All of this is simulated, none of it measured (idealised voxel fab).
This is a process module. Its name is voxel wiring stack.
Section cut is 285 nm wide and gridded with 5 nm square cells.
In what follows, cross-sections appear as grids of square cells, described through bands that run from the top down, where every band is one or more rows of cells.
Each band's line starts with the height of the band's top and of its bottom, in nm. Then come its materials from left to right, each with its width in nm. One material with "throughout" fills the band from edge to edge. "empty" is empty space.
Heights are reckoned from 0. Under this level, the received wafer is all of one material. The bottommost band is open-ended downward, for example "from 0 down".
Per-row width for "30 to 40": begins at first number (top row of band), ends at second number (bottom row), increment between rows held constant.
Reading "no change" for a step: not a cell of the cross-section changed in it.
"Entrapped void list": sealed empty spaces, 8 cells or more, no open way to top, listed width x height at distance, with distance from the left edge and width, height and distance in nm.
Where a step's line continues beyond its settings, the continuation is a remark by the simulator itself on that step.
overlay nm: step with mask; distance mask lay right of planned place; negative value = left of planned place.
Everything after this point is organized in pairs: a cross-section before one process step, a cross-section after it that shows only as deep as the lowest changed band, and, under the pair, the intervening step with its settings. Because different runs of this module on the same starting wafer can supply different pairs, a pair continues from the pair above it only if its entry headed "Pre-step profile" says so.

Pre-step profile
* from 45 to 20 | lowk: 60; empty: 20; lowk: 30; empty: 20; lowk: 30; empty: 20; lowk: 30; empty: 20; lowk: 55
* from 20 to 15 | SiCN: 60; empty: 20; SiCN: 30; empty: 20; SiCN: 30; empty: 20; SiCN: 30; empty: 20; SiCN: 55
* from 15 to 0 | SiO2 throughout
* from 0 down | Si throughout
* Entrapped void list: none

Section After Processing
* from 50 to 45 | TiN: 65; empty: 10; TiN: 40; empty: 10; TiN: 40; empty: 10; TiN: 40; empty: 10; TiN: 60
* from 45 to 20 | lowk: 60; TiN: 5; empty: 10; TiN: 5; lowk: 30; TiN: 5; empty: 10; TiN: 5; lowk: 30; TiN: 5; empty: 10; TiN: 5; lowk: 30; TiN: 5; empty: 10; TiN: 5; lowk: 55
* from 20 to 15 | SiCN: 60; TiN: 20; SiCN: 30; TiN: 20; SiCN: 30; TiN: 20; SiCN: 30; TiN: 20; SiCN: 55
* Below 15, the layers are the same as they were.
* Entrapped void list: none
Going from the before section above to the after section, the step was CONFORMAL_DEP with material TiN, thk nm 5

Pre-step profile: the after view from the pair directly above serves as the before view here.

Section After Processing
* from 60 to 50 | Cu throughout
* from 50 to 45 | TiN: 65; Cu: 10; TiN: 40; Cu: 10; TiN: 40; Cu: 10; TiN: 40; Cu: 10; TiN: 60
* from 45 to 20 | lowk: 60; TiN: 5; Cu: 10; TiN: 5; lowk: 30; TiN: 5; Cu: 10; TiN: 5; lowk: 30; TiN: 5; Cu: 10; TiN: 5; lowk: 30; TiN: 5; Cu: 10; TiN: 5; lowk: 55
* Below 20, the layers are the same as they were.
* Entrapped void list: none
Going from the before section above to the after section, the step was FILL_DEP with material Cu, thk nm 10

Pre-step profile: the after view from the pair directly above serves as the before view here.

Section After Processing
* from 45 to 20 | lowk: 60; TiN: 5; Cu: 10; TiN: 5; lowk: 30; TiN: 5; Cu: 10; TiN: 5; lowk: 30; TiN: 5; Cu: 10; TiN: 5; lowk: 30; TiN: 5; Cu: 10; TiN: 5; lowk: 55
* Below 20, the layers are the same as they were.
* Entrapped void list: none
Going from the before section above to the after section, the step was CMP with height nm 45

Pre-step profile: the after view from the pair directly above serves as the before view here.

Section After Processing
* from 50 to 45 | SiCN throughout
* Below 45, the layers are the same as they were.
* Entrapped void list: none
Going from the before section above to the after section, the step was CONFORMAL_DEP with material SiCN, thk nm 5

Pre-step profile: the after view from the pair directly above serves as the before view here.

Section After Processing
* from 65 to 50 | lowk throughout
* Below 50, the layers are the same as they were.
* Entrapped void list: none
Going from the before section above to the after section, the step was DIRECTIONAL_DEP with material lowk, thk nm 15

Pre-step profile: the after view from the pair directly above serves as the before view here.

Section After Processing
* from 75 to 65 | aC throughout
* Below 65, the layers are the same as they were.
* Entrapped void list: none
Going from the before section above to the after section, the step was DIRECTIONAL_DEP with material aC, thk nm 10

Pre-step profile: the after view from the pair directly above serves as the before view here.

Section After Processing
* from 100 to 75 | resist: 55; empty: 15; resist: 35; empty: 15; resist: 35; empty: 15; resist: 35; empty: 15; resist: 65
* Below 75, the layers are the same as they were.
* Entrapped void list: none
Going from the before section above to the after section, the step was PATTERN with tone open, mask id PLUG_1, material resist, width nm 15, pitch nm 50, thk nm 25, overlay nm 0

Pre-step profile: the after view from the pair directly above serves as the before view here.

Section After Processing
* from 90 to 75 | resist: 55; empty: 15; resist: 35; empty: 15; resist: 35; empty: 15; resist: 35; empty: 15; resist: 65
* from 75 to 65 | aC: 55; empty: 15; aC: 35; empty: 15; aC: 35; empty: 15; aC: 35; empty: 15; aC: 65
* Below 65, the layers are the same as they were.
* Entrapped void list: none
Going from the before section above to the after section, the step was DIRECTIONAL_ETCH with etch materials aC, depth nm 10

Pre-step profile: the after view from the pair directly above serves as the before view here.

Section After Processing
* from 75 to 65 | aC: 55; empty: 15; aC: 35; empty: 15; aC: 35; empty: 15; aC: 35; empty: 15; aC: 65
* Below 65, the layers are the same as they were.
* Entrapped void list: none
Going from the before section above to the after section, the step was STRIP with etch materials resist

Pre-step profile: the after view from the pair directly above serves as the before view here.

Section After Processing
* from 75 to 65 | aC: 55; empty: 15; aC: 35; empty: 15; aC: 35; empty: 15; aC: 35; empty: 15; aC: 65
* from 65 to 50 | lowk: 55; empty: 15; lowk: 35; empty: 15; lowk: 35; empty: 15; lowk: 35; empty: 15; lowk: 65
* Below 50, the layers are the same as they were.
* Entrapped void list: none
Going from the before section above to the after section, the step was DIRECTIONAL_ETCH with etch materials lowk, depth nm 15

Pre-step profile: the after view from the pair directly above serves as the before view here.

Section After Processing
* from 75 to 65 | aC: 55; empty: 15; aC: 35; empty: 15; aC: 35; empty: 15; aC: 35; empty: 15; aC: 65
* from 65 to 50 | lowk: 55; empty: 15; lowk: 35; empty: 15; lowk: 35; empty: 15; lowk: 35; empty: 15; lowk: 65
* from 50 to 45 | SiCN: 55; empty: 15; SiCN: 35; empty: 15; SiCN: 35; empty: 15; SiCN: 35; empty: 15; SiCN: 65
* Below 45, the layers are the same as they were.
* Entrapped void list: none
Going from the before section above to the after section, the step was DIRECTIONAL_ETCH with etch materials SiCN, depth nm 5

Pre-step profile: the after view from the pair directly above serves as the before view here.

Section After Processing
* from 65 to 50 | lowk: 55; empty: 15; lowk: 35; empty: 15; lowk: 35; empty: 15; lowk: 35; empty: 15; lowk: 65
* Below 50, the layers are the same as they were.
* Entrapped void list: none
Going from the before section above to the after section, the step was STRIP with etch materials aC

Pre-step profile: the after view from the pair directly above serves as the before view here.

Section After Processing
* from 70 to 65 | TiN: 60; empty: 5; TiN: 45; empty: 5; TiN: 45; empty: 5; TiN: 45; empty: 5; TiN: 70
* from 65 to 50 | lowk: 55; TiN: 5; empty: 5; TiN: 5; lowk: 35; TiN: 5; empty: 5; TiN: 5; lowk: 35; TiN: 5; empty: 5; TiN: 5; lowk: 35; TiN: 5; empty: 5; TiN: 5; lowk: 65
* from 50 to 45 | SiCN: 55; TiN: 15; SiCN: 35; TiN: 15; SiCN: 35; TiN: 15; SiCN: 35; TiN: 15; SiCN: 65
* Below 45, the layers are the same as they were.
* Entrapped void list: none
Going from the before section above to the after section, the step was CONFORMAL_DEP with material TiN, thk nm 5

Pre-step profile: the after view from the pair directly above serves as the before view here.

Section After Processing
* from 75 to 70 | Cu throughout
* from 70 to 65 | TiN: 60; Cu: 5; TiN: 45; Cu: 5; TiN: 45; Cu: 5; TiN: 45; Cu: 5; TiN: 70
* from 65 to 50 | lowk: 55; TiN: 5; Cu: 5; TiN: 5; lowk: 35; TiN: 5; Cu: 5; TiN: 5; lowk: 35; TiN: 5; Cu: 5; TiN: 5; lowk: 35; TiN: 5; Cu: 5; TiN: 5; lowk: 65
* Below 50, the layers are the same as they were.
* Entrapped void list: none
Going from the before section above to the after section, the step was FILL_DEP with material Cu, thk nm 5

Pre-step profile: the after view from the pair directly above serves as the before view here.

Section After Processing
* from 65 to 50 | lowk: 55; TiN: 5; Cu: 5; TiN: 5; lowk: 35; TiN: 5; Cu: 5; TiN: 5; lowk: 35; TiN: 5; Cu: 5; TiN: 5; lowk: 35; TiN: 5; Cu: 5; TiN: 5; lowk: 65
* Below 50, the layers are the same as they were.
* Entrapped void list: none
Going from the before section above to the after section, the step was CMP with height nm 65

Pre-step profile: the after view from the pair directly above serves as the before view here.

Section After Processing
* from 70 to 65 | SiCN throughout
* Below 65, the layers are the same as they were.
* Entrapped void list: none
Going from the before section above to the after section, the step was CONFORMAL_DEP with material SiCN, thk nm 5

Pre-step profile: the after view from the pair directly above serves as the before view here.

Section After Processing
* from 95 to 70 | SiO2 throughout
* Below 70, the layers are the same as they were.
* Entrapped void list: none
Going from the before section above to the after section, the step was DIRECTIONAL_DEP with material SiO2, thk nm 25

Pre-step profile: the after view from the pair directly above serves as the before view here.

Section After Processing
* from 110 to 95 | aC throughout
* Below 95, the layers are the same as they were.
* Entrapped void list: none
Going from the before section above to the after section, the step was DIRECTIONAL_DEP with material aC, thk nm 15

Pre-step profile: the after view from the pair directly above serves as the before view here.

Section After Processing
* from 140 to 110 | resist: 55; empty: 25; resist: 25; empty: 25; resist: 25; empty: 25; resist: 25; empty: 25; resist: 55
* Below 110, the layers are the same as they were.
* Entrapped void list: none
Going from the before section above to the after section, the step was PATTERN with tone open, mask id METAL_2, material resist, width nm 25, pitch nm 50, thk nm 30, overlay nm 0

Pre-step profile: the after view from the pair directly above serves as the before view here.

Section After Processing
* from 125 to 110 | resist: 55; empty: 25; resist: 25; empty: 25; resist: 25; empty: 25; resist: 25; empty: 25; resist: 55
* from 110 to 95 | aC: 55; empty: 25; aC: 25; empty: 25; aC: 25; empty: 25; aC: 25; empty: 25; aC: 55
* Below 95, the layers are the same as they were.
* Entrapped void list: none
Going from the before section above to the after section, the step was DIRECTIONAL_ETCH with etch materials aC, depth nm 15

Pre-step profile: the after view from the pair directly above serves as the before view here.

Section After Processing
* from 110 to 95 | aC: 55; empty: 25; aC: 25; empty: 25; aC: 25; empty: 25; aC: 25; empty: 25; aC: 55
* Below 95, the layers are the same as they were.
* Entrapped void list: none
Going from the before section above to the after section, the step was STRIP with etch materials resist

Pre-step profile: the after view from the pair directly above serves as the before view here.

Section After Processing
* from 110 to 95 | aC: 55; empty: 25; aC: 25; empty: 25; aC: 25; empty: 25; aC: 25; empty: 25; aC: 55
* from 95 to 70 | SiO2: 55; empty: 25; SiO2: 25; empty: 25; SiO2: 25; empty: 25; SiO2: 25; empty: 25; SiO2: 55
* Below 70, the layers are the same as they were.
* Entrapped void list: none
Going from the before section above to the after section, the step was DIRECTIONAL_ETCH with etch materials SiO2, depth nm 25

Pre-step profile: the after view from the pair directly above serves as the before view here.

Section After Processing
* from 110 to 95 | aC: 55; empty: 25; aC: 25; empty: 25; aC: 25; empty: 25; aC: 25; empty: 25; aC: 55
* from 95 to 70 | SiO2: 55; empty: 25; SiO2: 25; empty: 25; SiO2: 25; empty: 25; SiO2: 25; empty: 25; SiO2: 55
* from 70 to 65 | SiCN: 55; empty: 25; SiCN: 25; empty: 25; SiCN: 25; empty: 25; SiCN: 25; empty: 25; SiCN: 55
* Below 65, the layers are the same as they were.
* Entrapped void list: none
Going from the before section above to the after section, the step was DIRECTIONAL_ETCH with etch materials SiCN, depth nm 5

Pre-step profile: the after view from the pair directly above serves as the before view here.

Section After Processing
* from 95 to 70 | SiO2: 55; empty: 25; SiO2: 25; empty: 25; SiO2: 25; empty: 25; SiO2: 25; empty: 25; SiO2: 55
* Below 70, the layers are the same as they were.
* Entrapped void list: none
Going from the before section above to the after section, the step was STRIP with etch materials aC

Pre-step profile: the after view from the pair directly above serves as the before view here.

Section After Processing
* from 100 to 95 | TiN: 60; empty: 15; TiN: 35; empty: 15; TiN: 35; empty: 15; TiN: 35; empty: 15; TiN: 60
* from 95 to 70 | SiO2: 55; TiN: 5; empty: 15; TiN: 5; SiO2: 25; TiN: 5; empty: 15; TiN: 5; SiO2: 25; TiN: 5; empty: 15; TiN: 5; SiO2: 25; TiN: 5; empty: 15; TiN: 5; SiO2: 55
* from 70 to 65 | SiCN: 55; TiN: 25; SiCN: 25; TiN: 25; SiCN: 25; TiN: 25; SiCN: 25; TiN: 25; SiCN: 55
* Below 65, the layers are the same as they were.
* Entrapped void list: none
Going from the before section above to the after section, the step was CONFORMAL_DEP with material TiN, thk nm 5

Pre-step profile: the after view from the pair directly above serves as the before view here.

Section After Processing
* from 110 to 100 | Cu throughout
* from 100 to 95 | TiN: 60; Cu: 15; TiN: 35; Cu: 15; TiN: 35; Cu: 15; TiN: 35; Cu: 15; TiN: 60
* from 95 to 70 | SiO2: 55; TiN: 5; Cu: 15; TiN: 5; SiO2: 25; TiN: 5; Cu: 15; TiN: 5; SiO2: 25; TiN: 5; Cu: 15; TiN: 5; SiO2: 25; TiN: 5; Cu: 15; TiN: 5; SiO2: 55
* Below 70, the layers are the same as they were.
* Entrapped void list: none
Going from the before section above to the after section, the step was FILL_DEP with material Cu, thk nm 10

Pre-step profile: the after view from the pair directly above serves as the before view here.

Section After Processing
* from 95 to 70 | SiO2: 55; TiN: 5; Cu: 15; TiN: 5; SiO2: 25; TiN: 5; Cu: 15; TiN: 5; SiO2: 25; TiN: 5; Cu: 15; TiN: 5; SiO2: 25; TiN: 5; Cu: 15; TiN: 5; SiO2: 55
* Below 70, the layers are the same as they were.
* Entrapped void list: none
Going from the before section above to the after section, the step was CMP with height nm 95

Pre-step profile: the after view from the pair directly above serves as the before view here.

Section After Processing
* from 100 to 95 | empty: 50; Ru: 35; empty: 15; Ru: 35; empty: 15; Ru: 35; empty: 15; Ru: 35; empty: 50
* Below 95, the layers are the same as they were.
* Entrapped void list: none
Going from the before section above to the after section, the step was EPI with material Ru, thk nm 5

Pre-step profile: the after view from the pair directly above serves as the before view here.

Section After Processing
* from 105 to 100 | SiCN throughout
* from 100 to 95 | SiCN: 50; Ru: 35; SiCN: 15; Ru: 35; SiCN: 15; Ru: 35; SiCN: 15; Ru: 35; SiCN: 50
* Below 95, the layers are the same as they were.
* Entrapped void list: none
Going from the before section above to the after section, the step was FILL_DEP with material SiCN, thk nm 5

Pre-step profile: the after view from the pair directly above serves as the before view here.

Section After Processing
* from 135 to 105 | SiO2 throughout
* Below 105, the layers are the same as they were.
* Entrapped void list: none
Going from the before section above to the after section, the step was DIRECTIONAL_DEP with material SiO2, thk nm 30

Pre-step profile: the after view from the pair directly above serves as the before view here.

Section After Processing
* from 135 to 105 | SiO2: 55; empty: 15; SiO2: 35; empty: 15; SiO2: 35; empty: 15; SiO2: 35; empty: 15; SiO2: 65
* Below 105, the layers are the same as they were.
* Entrapped void list: none
Going from the before section above to the after section, the step was MASKED_ETCH with tone open, mask id METAL_3_HOLES, width nm 15, pitch nm 50, etch materials SiO2, depth nm 30, overlay nm 0

Pre-step profile: the after view from the pair directly above serves as the before view here.

Section After Processing
* from 150 to 135 | aC: 55; empty: 15; aC: 35; empty: 15; aC: 35; empty: 15; aC: 35; empty: 15; aC: 65
* from 135 to 120 | SiO2: 55; empty: 15; SiO2: 35; empty: 15; SiO2: 35; empty: 15; SiO2: 35; empty: 15; SiO2: 65
* from 120 to 105 | SiO2: 55; aC: 15; SiO2: 35; aC: 15; SiO2: 35; aC: 15; SiO2: 35; aC: 15; SiO2: 65
* Below 105, the layers are the same as they were.
* Entrapped void list: none
Going from the before section above to the after section, the step was DIRECTIONAL_DEP with material aC, thk nm 15

Pre-step profile: the after view from the pair directly above serves as the before view here.

Section After Processing
* from 180 to 150 | resist: 55; empty: 25; resist: 25; empty: 25; resist: 25; empty: 25; resist: 25; empty: 25; resist: 55
* Below 150, the layers are the same as they were.
* Entrapped void list: none
Going from the before section above to the after section, the step was PATTERN with tone open, mask id METAL_3, material resist, width nm 25, pitch nm 50, thk nm 30, overlay nm 0

Pre-step profile: the after view from the pair directly above serves as the before view here.

Section After Processing
* from 165 to 150 | resist: 55; empty: 25; resist: 25; empty: 25; resist: 25; empty: 25; resist: 25; empty: 25; resist: 55
* from 150 to 135 | aC: 55; empty: 25; aC: 25; empty: 25; aC: 25; empty: 25; aC: 25; empty: 25; aC: 55
* from 135 to 105 | SiO2: 55; empty: 15; SiO2: 35; empty: 15; SiO2: 35; empty: 15; SiO2: 35; empty: 15; SiO2: 65
* Below 105, the layers are the same as they were.
* Entrapped void list: none
Going from the before section above to the after section, the step was DIRECTIONAL_ETCH with etch materials aC, depth nm 15

Pre-step profile: the after view from the pair directly above serves as the before view here.

Section After Processing
* from 150 to 135 | aC: 55; empty: 25; aC: 25; empty: 25; aC: 25; empty: 25; aC: 25; empty: 25; aC: 55
* Below 135, the layers are the same as they were.
* Entrapped void list: none
Going from the before section above to the after section, the step was STRIP with etch materials resist

Pre-step profile: the after view from the pair directly above serves as the before view here.

Section After Processing
* from 150 to 135 | aC: 55; empty: 25; aC: 25; empty: 25; aC: 25; empty: 25; aC: 25; empty: 25; aC: 55
* from 135 to 115 | SiO2: 55; empty: 25; SiO2: 25; empty: 25; SiO2: 25; empty: 25; SiO2: 25; empty: 25; SiO2: 55
* Below 115, the layers are the same as they were.
* Entrapped void list: none
Going from the before section above to the after section, the step was DIRECTIONAL_ETCH with etch materials SiO2, depth nm 20

Pre-step profile: the after view from the pair directly above serves as the before view here.

Section After Processing
* from 150 to 135 | aC: 55; empty: 25; aC: 25; empty: 25; aC: 25; empty: 25; aC: 25; empty: 25; aC: 55
* from 135 to 115 | SiO2: 55; empty: 25; SiO2: 25; empty: 25; SiO2: 25; empty: 25; SiO2: 25; empty: 25; SiO2: 55
* from 115 to 105 | SiO2: 55; empty: 15; SiO2: 35; empty: 15; SiO2: 35; empty: 15; SiO2: 35; empty: 15; SiO2: 65
* from 105 to 100 | SiCN: 55; empty: 15; SiCN: 35; empty: 15; SiCN: 35; empty: 15; SiCN: 35; empty: 15; SiCN: 65
* Below 100, the layers are the same as they were.
* Entrapped void list: none
Going from the before section above to the after section, the step was DIRECTIONAL_ETCH with etch materials SiCN, depth nm 5

Pre-step profile: the after view from the pair directly above serves as the before view here.

Section After Processing
* from 135 to 115 | SiO2: 55; empty: 25; SiO2: 25; empty: 25; SiO2: 25; empty: 25; SiO2: 25; empty: 25; SiO2: 55
* Below 115, the layers are the same as they were.
* Entrapped void list: none
Going from the before section above to the after section, the step was STRIP with etch materials aC

Pre-step profile: the after view from the pair directly above serves as the before view here.

Section After Processing
* from 140 to 135 | TiN: 60; empty: 15; TiN: 35; empty: 15; TiN: 35; empty: 15; TiN: 35; empty: 15; TiN: 60
* from 135 to 120 | SiO2: 55; TiN: 5; empty: 15; TiN: 5; SiO2: 25; TiN: 5; empty: 15; TiN: 5; SiO2: 25; TiN: 5; empty: 15; TiN: 5; SiO2: 25; TiN: 5; empty: 15; TiN: 5; SiO2: 55
* from 120 to 115 | SiO2: 55; TiN: 5; empty: 5; TiN: 15; SiO2: 25; TiN: 5; empty: 5; TiN: 15; SiO2: 25; TiN: 5; empty: 5; TiN: 15; SiO2: 25; TiN: 5; empty: 5; TiN: 15; SiO2: 55
* from 115 to 105 | SiO2: 55; TiN: 5; empty: 5; TiN: 5; SiO2: 35; TiN: 5; empty: 5; TiN: 5; SiO2: 35; TiN: 5; empty: 5; TiN: 5; SiO2: 35; TiN: 5; empty: 5; TiN: 5; SiO2: 65
* from 105 to 100 | SiCN: 55; TiN: 15; SiCN: 35; TiN: 15; SiCN: 35; TiN: 15; SiCN: 35; TiN: 15; SiCN: 65
* Below 100, the layers are the same as they were.
* Entrapped void list: none
Going from the before section above to the after section, the step was CONFORMAL_DEP with material TiN, thk nm 5

Pre-step profile: the after view from the pair directly above serves as the before view here.

Section After Processing
* from 150 to 140 | Cu throughout
* from 140 to 135 | TiN: 60; Cu: 15; TiN: 35; Cu: 15; TiN: 35; Cu: 15; TiN: 35; Cu: 15; TiN: 60
* from 135 to 120 | SiO2: 55; TiN: 5; Cu: 15; TiN: 5; SiO2: 25; TiN: 5; Cu: 15; TiN: 5; SiO2: 25; TiN: 5; Cu: 15; TiN: 5; SiO2: 25; TiN: 5; Cu: 15; TiN: 5; SiO2: 55
* from 120 to 115 | SiO2: 55; TiN: 5; Cu: 5; TiN: 15; SiO2: 25; TiN: 5; Cu: 5; TiN: 15; SiO2: 25; TiN: 5; Cu: 5; TiN: 15; SiO2: 25; TiN: 5; Cu: 5; TiN: 15; SiO2: 55
* from 115 to 105 | SiO2: 55; TiN: 5; Cu: 5; TiN: 5; SiO2: 35; TiN: 5; Cu: 5; TiN: 5; SiO2: 35; TiN: 5; Cu: 5; TiN: 5; SiO2: 35; TiN: 5; Cu: 5; TiN: 5; SiO2: 65
* Below 105, the layers are the same as they were.
* Entrapped void list: none
Going from the before section above to the after section, the step was FILL_DEP with material Cu, thk nm 10

Pre-step profile: the after view from the pair directly above serves as the before view here.

Section After Processing
* from 135 to 120 | SiO2: 55; TiN: 5; Cu: 15; TiN: 5; SiO2: 25; TiN: 5; Cu: 15; TiN: 5; SiO2: 25; TiN: 5; Cu: 15; TiN: 5; SiO2: 25; TiN: 5; Cu: 15; TiN: 5; SiO2: 55
* Below 120, the layers are the same as they were.
* Entrapped void list: none
Going from the before section above to the after section, the step was CMP with height nm 135

Pre-step profile: the after view from the pair directly above serves as the before view here.

Section After Processing
* from 140 to 135 | SiCN throughout
* Below 135, the layers are the same as they were.
* Entrapped void list: none
Going from the before section above to the after section, the step was CONFORMAL_DEP with material SiCN, thk nm 5

Pre-step profile
* from 75 to 65 | aC throughout
* from 65 to 50 | lowk throughout
* from 50 to 45 | SiCN throughout
* from 45 to 20 | lowk: 55; TiN: 5; Cu: 15; TiN: 5; lowk: 25; TiN: 5; Cu: 15; TiN: 5; lowk: 25; TiN: 5; Cu: 15; TiN: 5; lowk: 25; TiN: 5; Cu: 15; TiN: 5; lowk: 55
* from 20 to 15 | SiCN: 55; TiN: 25; SiCN: 25; TiN: 25; SiCN: 25; TiN: 25; SiCN: 25; TiN: 25; SiCN: 55
* from 15 to 0 | SiO2 throughout
* from 0 down | Si throughout
* Entrapped void list: none

Section After Processing
* from 100 to 75 | resist: 60; empty: 15; resist: 35; empty: 15; resist: 35; empty: 15; resist: 35; empty: 15; resist: 60
* Below 75, the layers are the same as they were.
* Entrapped void list: none
Going from the before section above to the after section, the step was PATTERN with tone open, mask id PLUG_1, material resist, width nm 15, pitch nm 50, thk nm 25, overlay nm 5

Pre-step profile: the after view from the pair directly above serves as the before view here.

Section After Processing
* from 90 to 75 | resist: 60; empty: 15; resist: 35; empty: 15; resist: 35; empty: 15; resist: 35; empty: 15; resist: 60
* from 75 to 65 | aC: 60; empty: 15; aC: 35; empty: 15; aC: 35; empty: 15; aC: 35; empty: 15; aC: 60
* Below 65, the layers are the same as they were.
* Entrapped void list: none
Going from the before section above to the after section, the step was DIRECTIONAL_ETCH with etch materials aC, depth nm 10

Pre-step profile: the after view from the pair directly above serves as the before view here.

Section After Processing
* from 75 to 65 | aC: 60; empty: 15; aC: 35; empty: 15; aC: 35; empty: 15; aC: 35; empty: 15; aC: 60
* Below 65, the layers are the same as they were.
* Entrapped void list: none
Going from the before section above to the after section, the step was STRIP with etch materials resist

Pre-step profile: the after view from the pair directly above serves as the before view here.

Section After Processing
* from 75 to 65 | aC: 60; empty: 15; aC: 35; empty: 15; aC: 35; empty: 15; aC: 35; empty: 15; aC: 60
* from 65 to 50 | lowk: 60; empty: 15; lowk: 35; empty: 15; lowk: 35; empty: 15; lowk: 35; empty: 15; lowk: 60
* Below 50, the layers are the same as they were.
* Entrapped void list: none
Going from the before section above to the after section, the step was DIRECTIONAL_ETCH with etch materials lowk, depth nm 15

Pre-step profile: the after view from the pair directly above serves as the before view here.

Section After Processing
* from 75 to 65 | aC: 60; empty: 15; aC: 35; empty: 15; aC: 35; empty: 15; aC: 35; empty: 15; aC: 60
* from 65 to 50 | lowk: 60; empty: 15; lowk: 35; empty: 15; lowk: 35; empty: 15; lowk: 35; empty: 15; lowk: 60
* from 50 to 45 | SiCN: 60; empty: 15; SiCN: 35; empty: 15; SiCN: 35; empty: 15; SiCN: 35; empty: 15; SiCN: 60
* Below 45, the layers are the same as they were.
* Entrapped void list: none
Going from the before section above to the after section, the step was DIRECTIONAL_ETCH with etch materials SiCN, depth nm 5

Pre-step profile: the after view from the pair directly above serves as the before view here.

Section After Processing
* from 65 to 50 | lowk: 60; empty: 15; lowk: 35; empty: 15; lowk: 35; empty: 15; lowk: 35; empty: 15; lowk: 60
* Below 50, the layers are the same as they were.
* Entrapped void list: none
Going from the before section above to the after section, the step was STRIP with etch materials aC

Pre-step profile: the after view from the pair directly above serves as the before view here.

Section After Processing
* from 70 to 65 | TiN: 65; empty: 5; TiN: 45; empty: 5; TiN: 45; empty: 5; TiN: 45; empty: 5; TiN: 65
* from 65 to 50 | lowk: 60; TiN: 5; empty: 5; TiN: 5; lowk: 35; TiN: 5; empty: 5; TiN: 5; lowk: 35; TiN: 5; empty: 5; TiN: 5; lowk: 35; TiN: 5; empty: 5; TiN: 5; lowk: 60
* from 50 to 45 | SiCN: 60; TiN: 15; SiCN: 35; TiN: 15; SiCN: 35; TiN: 15; SiCN: 35; TiN: 15; SiCN: 60
* Below 45, the layers are the same as they were.
* Entrapped void list: none
Going from the before section above to the after section, the step was CONFORMAL_DEP with material TiN, thk nm 5

Pre-step profile: the after view from the pair directly above serves as the before view here.

Section After Processing
* from 75 to 70 | Cu throughout
* from 70 to 65 | TiN: 65; Cu: 5; TiN: 45; Cu: 5; TiN: 45; Cu: 5; TiN: 45; Cu: 5; TiN: 65
* from 65 to 50 | lowk: 60; TiN: 5; Cu: 5; TiN: 5; lowk: 35; TiN: 5; Cu: 5; TiN: 5; lowk: 35; TiN: 5; Cu: 5; TiN: 5; lowk: 35; TiN: 5; Cu: 5; TiN: 5; lowk: 60
* Below 50, the layers are the same as they were.
* Entrapped void list: none
Going from the before section above to the after section, the step was FILL_DEP with material Cu, thk nm 5

Pre-step profile: the after view from the pair directly above serves as the before view here.

Section After Processing
* from 65 to 50 | lowk: 60; TiN: 5; Cu: 5; TiN: 5; lowk: 35; TiN: 5; Cu: 5; TiN: 5; lowk: 35; TiN: 5; Cu: 5; TiN: 5; lowk: 35; TiN: 5; Cu: 5; TiN: 5; lowk: 60
* Below 50, the layers are the same as they were.
* Entrapped void list: none
Going from the before section above to the after section, the step was CMP with height nm 65

Pre-step profile: the after view from the pair directly above serves as the before view here.

Section After Processing
* from 70 to 65 | SiCN throughout
* Below 65, the layers are the same as they were.
* Entrapped void list: none
Going from the before section above to the after section, the step was CONFORMAL_DEP with material SiCN, thk nm 5

Pre-step profile: the after view from the pair directly above serves as the before view here.

Section After Processing
* from 95 to 70 | SiO2 throughout
* Below 70, the layers are the same as they were.
* Entrapped void list: none
Going from the before section above to the after section, the step was DIRECTIONAL_DEP with material SiO2, thk nm 25

Pre-step profile: the after view from the pair directly above serves as the before view here.

Section After Processing
* from 110 to 95 | aC throughout
* Below 95, the layers are the same as they were.
* Entrapped void list: none
Going from the before section above to the after section, the step was DIRECTIONAL_DEP with material aC, thk nm 15

Pre-step profile: the after view from the pair directly above serves as the before view here.

Section After Processing
* from 140 to 110 | resist: 55; empty: 25; resist: 25; empty: 25; resist: 25; empty: 25; resist: 25; empty: 25; resist: 55
* Below 110, the layers are the same as they were.
* Entrapped void list: none
Going from the before section above to the after section, the step was PATTERN with tone open, mask id METAL_2, material resist, width nm 25, pitch nm 50, thk nm 30, overlay nm 0

Pre-step profile: the after view from the pair directly above serves as the before view here.

Section After Processing
* from 125 to 110 | resist: 55; empty: 25; resist: 25; empty: 25; resist: 25; empty: 25; resist: 25; empty: 25; resist: 55
* from 110 to 95 | aC: 55; empty: 25; aC: 25; empty: 25; aC: 25; empty: 25; aC: 25; empty: 25; aC: 55
* Below 95, the layers are the same as they were.
* Entrapped void list: none
Going from the before section above to the after section, the step was DIRECTIONAL_ETCH with etch materials aC, depth nm 15

Pre-step profile: the after view from the pair directly above serves as the before view here.

Section After Processing
* from 110 to 95 | aC: 55; empty: 25; aC: 25; empty: 25; aC: 25; empty: 25; aC: 25; empty: 25; aC: 55
* Below 95, the layers are the same as they were.
* Entrapped void list: none
Going from the before section above to the after section, the step was STRIP with etch materials resist

Pre-step profile: the after view from the pair directly above serves as the before view here.

Section After Processing
* from 110 to 95 | aC: 55; empty: 25; aC: 25; empty: 25; aC: 25; empty: 25; aC: 25; empty: 25; aC: 55
* from 95 to 70 | SiO2: 55; empty: 25; SiO2: 25; empty: 25; SiO2: 25; empty: 25; SiO2: 25; empty: 25; SiO2: 55
* Below 70, the layers are the same as they were.
* Entrapped void list: none
Going from the before section above to the after section, the step was DIRECTIONAL_ETCH with etch materials SiO2, depth nm 25

Pre-step profile: the after view from the pair directly above serves as the before view here.

Section After Processing
* from 110 to 95 | aC: 55; empty: 25; aC: 25; empty: 25; aC: 25; empty: 25; aC: 25; empty: 25; aC: 55
* from 95 to 70 | SiO2: 55; empty: 25; SiO2: 25; empty: 25; SiO2: 25; empty: 25; SiO2: 25; empty: 25; SiO2: 55
* from 70 to 65 | SiCN: 55; empty: 25; SiCN: 25; empty: 25; SiCN: 25; empty: 25; SiCN: 25; empty: 25; SiCN: 55
* Below 65, the layers are the same as they were.
* Entrapped void list: none
Going from the before section above to the after section, the step was DIRECTIONAL_ETCH with etch materials SiCN, depth nm 5

Pre-step profile: the after view from the pair directly above serves as the before view here.

Section After Processing
* from 95 to 70 | SiO2: 55; empty: 25; SiO2: 25; empty: 25; SiO2: 25; empty: 25; SiO2: 25; empty: 25; SiO2: 55
* Below 70, the layers are the same as they were.
* Entrapped void list: none
Going from the before section above to the after section, the step was STRIP with etch materials aC
